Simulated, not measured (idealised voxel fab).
Herein follows the process module entitled voxel trench capacitor.
The cross-section on display is named cut; it measures 255 nm wide, and its cells are 5 nm squares.
The cross-sections in this document take the form of a grid made of square cells. They are written out as bands, in order from top to bottom. Each band consists of one or more rows of cells. Band entry format. Leading values: height of top, height of bottom, nm. Remainder: materials in left-to-right order, each with its width in nm. Special words: "all across" on a single material, which then fills the band edge to edge; "blank", empty space. Note: height 0 marks the level under which the wafer is uniformly one material as received. Lowest band unbounded below, written "0 -> down". Width: "30..40" (first number = top row, second number = bottom row, same change from row to row of cells). Step marked "remained the same"? Then no cell in the cross-section changed in it. "Fully closed voids" - sealed voids, min. 8 cells, no opening to top; format: width x height at distance (distance from left edge; nm throughout). Anything after a step's settings on that line? It's the simulator's own note about the step. overlay nm: where the mask lay relative to plan, measured to the right, on steps with a mask; negatives go left.
THE FOLLOWING LIST GIVES THE PLANNED PROCESS STEPS
- 1: RECEIVE,material Si
- 2: CONFORMAL_DEP,material SiN,thk nm 10
- 3: DIRECTIONAL_DEP,material aC,thk nm 10
- 4: PATTERN,tone open,mask id TRENCH,material resist,width nm 30,pitch nm 55,thk nm 25,overlay nm 0
- 5: DIRECTIONAL_ETCH,etch materials aC,depth nm 10
- 6: STRIP,etch materials resist
- 7: DIRECTIONAL_ETCH,etch materials SiN,depth nm 10
- 8: DIRECTIONAL_ETCH,etch materials Si,depth nm 40
- 9: STRIP,etch materials aC
- 10: CONFORMAL_DEP,material Al2O3,thk nm 5
- 11: CONFORMAL_DEP,material TiN,thk nm 5
- 12: FILL_DEP,material W,thk nm 5
- 13: CMP,height nm 10
SO, THE FIRST OF OUR TWO WAFERS, RUN JUST AS WE PLANNED IT
WAFER AT RECEIPT (POST STEP 1), CROSS-SECTION
    0 -> down  Si all across
    Fully closed voids: none
UPON COMPLETION OF STEP 2, THE WAFER APPEARS IN CROSS-SECTION AS SHOWN
    10 -> 0  SiN all across
    No changes below 0.
UPON COMPLETION OF STEP 3, THE WAFER APPEARS IN CROSS-SECTION AS SHOWN
    20 -> 10  aC all across
    No changes below 10.
UPON COMPLETION OF STEP 4, THE WAFER APPEARS IN CROSS-SECTION AS SHOWN
    45 -> 20  resist 85 nm; blank 30 nm; resist 25 nm; blank 30 nm; resist 85 nm
    No changes below 20.
UPON COMPLETION OF STEP 5, THE WAFER APPEARS IN CROSS-SECTION AS SHOWN
    35 -> 20  resist 85 nm; blank 30 nm; resist 25 nm; blank 30 nm; resist 85 nm
    20 -> 10  aC 85 nm; blank 30 nm; aC 25 nm; blank 30 nm; aC 85 nm
    No changes below 10.
UPON COMPLETION OF STEP 6, THE WAFER APPEARS IN CROSS-SECTION AS SHOWN
    20 -> 10  aC 85 nm; blank 30 nm; aC 25 nm; blank 30 nm; aC 85 nm
    No changes below 10.
UPON COMPLETION OF STEP 7, THE WAFER APPEARS IN CROSS-SECTION AS SHOWN
    20 -> 10  aC 85 nm; blank 30 nm; aC 25 nm; blank 30 nm; aC 85 nm
    10 -> 0  SiN 85 nm; blank 30 nm; SiN 25 nm; blank 30 nm; SiN 85 nm
    No changes below 0.
UPON COMPLETION OF STEP 8, THE WAFER APPEARS IN CROSS-SECTION AS SHOWN
    20 -> 10  aC 85 nm; blank 30 nm; aC 25 nm; blank 30 nm; aC 85 nm
    10 -> 0  SiN 85 nm; blank 30 nm; SiN 25 nm; blank 30 nm; SiN 85 nm
    0 -> -40  Si 85 nm; blank 30 nm; Si 25 nm; blank 30 nm; Si 85 nm
    No changes below -40.
UPON COMPLETION OF STEP 9, THE WAFER APPEARS IN CROSS-SECTION AS SHOWN
    10 -> 0  SiN 85 nm; blank 30 nm; SiN 25 nm; blank 30 nm; SiN 85 nm
    No changes below 0.
UPON COMPLETION OF STEP 10, THE WAFER APPEARS IN CROSS-SECTION AS SHOWN
    15 -> 10  Al2O3 90 nm; blank 20 nm; Al2O3 35 nm; blank 20 nm; Al2O3 90 nm
    10 -> 0  SiN 85 nm; Al2O3 5 nm; blank 20 nm; Al2O3 5 nm; SiN 25 nm; Al2O3 5 nm; blank 20 nm; Al2O3 5 nm; SiN 85 nm
    0 -> -35  Si 85 nm; Al2O3 5 nm; blank 20 nm; Al2O3 5 nm; Si 25 nm; Al2O3 5 nm; blank 20 nm; Al2O3 5 nm; Si 85 nm
    -35 -> -40  Si 85 nm; Al2O3 30 nm; Si 25 nm; Al2O3 30 nm; Si 85 nm
    No changes below -40.
UPON COMPLETION OF STEP 11, THE WAFER APPEARS IN CROSS-SECTION AS SHOWN
    20 -> 15  TiN 95 nm; blank 10 nm; TiN 45 nm; blank 10 nm; TiN 95 nm
    15 -> 10  Al2O3 90 nm; TiN 5 nm; blank 10 nm; TiN 5 nm; Al2O3 35 nm; TiN 5 nm; blank 10 nm; TiN 5 nm; Al2O3 90 nm
    10 -> 0  SiN 85 nm; Al2O3 5 nm; TiN 5 nm; blank 10 nm; TiN 5 nm; Al2O3 5 nm; SiN 25 nm; Al2O3 5 nm; TiN 5 nm; blank 10 nm; TiN 5 nm; Al2O3 5 nm; SiN 85 nm
    0 -> -30  Si 85 nm; Al2O3 5 nm; TiN 5 nm; blank 10 nm; TiN 5 nm; Al2O3 5 nm; Si 25 nm; Al2O3 5 nm; TiN 5 nm; blank 10 nm; TiN 5 nm; Al2O3 5 nm; Si 85 nm
    -30 -> -35  Si 85 nm; Al2O3 5 nm; TiN 20 nm; Al2O3 5 nm; Si 25 nm; Al2O3 5 nm; TiN 20 nm; Al2O3 5 nm; Si 85 nm
    No changes below -35.
UPON COMPLETION OF STEP 12, THE WAFER APPEARS IN CROSS-SECTION AS SHOWN
    25 -> 20  W all across
    20 -> 15  TiN 95 nm; W 10 nm; TiN 45 nm; W 10 nm; TiN 95 nm
    15 -> 10  Al2O3 90 nm; TiN 5 nm; W 10 nm; TiN 5 nm; Al2O3 35 nm; TiN 5 nm; W 10 nm; TiN 5 nm; Al2O3 90 nm
    10 -> 0  SiN 85 nm; Al2O3 5 nm; TiN 5 nm; W 10 nm; TiN 5 nm; Al2O3 5 nm; SiN 25 nm; Al2O3 5 nm; TiN 5 nm; W 10 nm; TiN 5 nm; Al2O3 5 nm; SiN 85 nm
    0 -> -30  Si 85 nm; Al2O3 5 nm; TiN 5 nm; W 10 nm; TiN 5 nm; Al2O3 5 nm; Si 25 nm; Al2O3 5 nm; TiN 5 nm; W 10 nm; TiN 5 nm; Al2O3 5 nm; Si 85 nm
    No changes below -30.
UPON COMPLETION OF STEP 13, THE WAFER APPEARS IN CROSS-SECTION AS SHOWN
    10 -> 0  SiN 85 nm; Al2O3 5 nm; TiN 5 nm; W 10 nm; TiN 5 nm; Al2O3 5 nm; SiN 25 nm; Al2O3 5 nm; TiN 5 nm; W 10 nm; TiN 5 nm; Al2O3 5 nm; SiN 85 nm
    No changes below 0.
WAFER TWO OF TWO - SAME STARTING POINT, SAME PROCESS PLAN, ONE MISTAKE IN EXECUTION; MATCHES WAFER ONE UP TO AND INCLUDING STEP 8
AT THE PLANNED END OF STEP 9, THE SECOND WAFER IN CROSS-SECTION
    10 -> 0  SiN 85 nm; blank 30 nm; SiN 25 nm; blank 30 nm; SiN 85 nm
    No changes below 0.
AT THE PLANNED END OF STEP 10, THE SECOND WAFER IN CROSS-SECTION
    15 -> 10  Al2O3 90 nm; blank 20 nm; Al2O3 35 nm; blank 20 nm; Al2O3 90 nm
    10 -> 0  SiN 85 nm; Al2O3 5 nm; blank 20 nm; Al2O3 5 nm; SiN 25 nm; Al2O3 5 nm; blank 20 nm; Al2O3 5 nm; SiN 85 nm
    0 -> -35  Si 85 nm; Al2O3 5 nm; blank 20 nm; Al2O3 5 nm; Si 25 nm; Al2O3 5 nm; blank 20 nm; Al2O3 5 nm; Si 85 nm
    -35 -> -40  Si 85 nm; Al2O3 30 nm; Si 25 nm; Al2O3 30 nm; Si 85 nm
    No changes below -40.
AT THE PLANNED END OF STEP 11, THE SECOND WAFER IN CROSS-SECTION
    20 -> 15  TiN 95 nm; blank 10 nm; TiN 45 nm; blank 10 nm; TiN 95 nm
    15 -> 10  Al2O3 90 nm; TiN 5 nm; blank 10 nm; TiN 5 nm; Al2O3 35 nm; TiN 5 nm; blank 10 nm; TiN 5 nm; Al2O3 90 nm
    10 -> 0  SiN 85 nm; Al2O3 5 nm; TiN 5 nm; blank 10 nm; TiN 5 nm; Al2O3 5 nm; SiN 25 nm; Al2O3 5 nm; TiN 5 nm; blank 10 nm; TiN 5 nm; Al2O3 5 nm; SiN 85 nm
    0 -> -30  Si 85 nm; Al2O3 5 nm; TiN 5 nm; blank 10 nm; TiN 5 nm; Al2O3 5 nm; Si 25 nm; Al2O3 5 nm; TiN 5 nm; blank 10 nm; TiN 5 nm; Al2O3 5 nm; Si 85 nm
    -30 -> -35  Si 85 nm; Al2O3 5 nm; TiN 20 nm; Al2O3 5 nm; Si 25 nm; Al2O3 5 nm; TiN 20 nm; Al2O3 5 nm; Si 85 nm
    No changes below -35.
AT THE PLANNED END OF STEP 12, THE SECOND WAFER IN CROSS-SECTION
    25 -> 20  W all across
    20 -> 15  TiN 95 nm; W 10 nm; TiN 45 nm; W 10 nm; TiN 95 nm
    15 -> 10  Al2O3 90 nm; TiN 5 nm; W 10 nm; TiN 5 nm; Al2O3 35 nm; TiN 5 nm; W 10 nm; TiN 5 nm; Al2O3 90 nm
    10 -> 0  SiN 85 nm; Al2O3 5 nm; TiN 5 nm; W 10 nm; TiN 5 nm; Al2O3 5 nm; SiN 25 nm; Al2O3 5 nm; TiN 5 nm; W 10 nm; TiN 5 nm; Al2O3 5 nm; SiN 85 nm
    0 -> -30  Si 85 nm; Al2O3 5 nm; TiN 5 nm; W 10 nm; TiN 5 nm; Al2O3 5 nm; Si 25 nm; Al2O3 5 nm; TiN 5 nm; W 10 nm; TiN 5 nm; Al2O3 5 nm; Si 85 nm
    No changes below -30.
AT THE PLANNED END OF STEP 13, THE SECOND WAFER IN CROSS-SECTION
    10 -> 0  SiN 85 nm; Al2O3 5 nm; TiN 5 nm; W 10 nm; TiN 5 nm; Al2O3 5 nm; SiN 25 nm; Al2O3 5 nm; TiN 5 nm; W 10 nm; TiN 5 nm; Al2O3 5 nm; SiN 85 nm
    No changes below 0.
Finding, execution versus plan: step 9 from the plan got run twice
It should be noted that the final cross-sections of the two wafers coincide, and the mistake therefore has no effect on the output of this model.
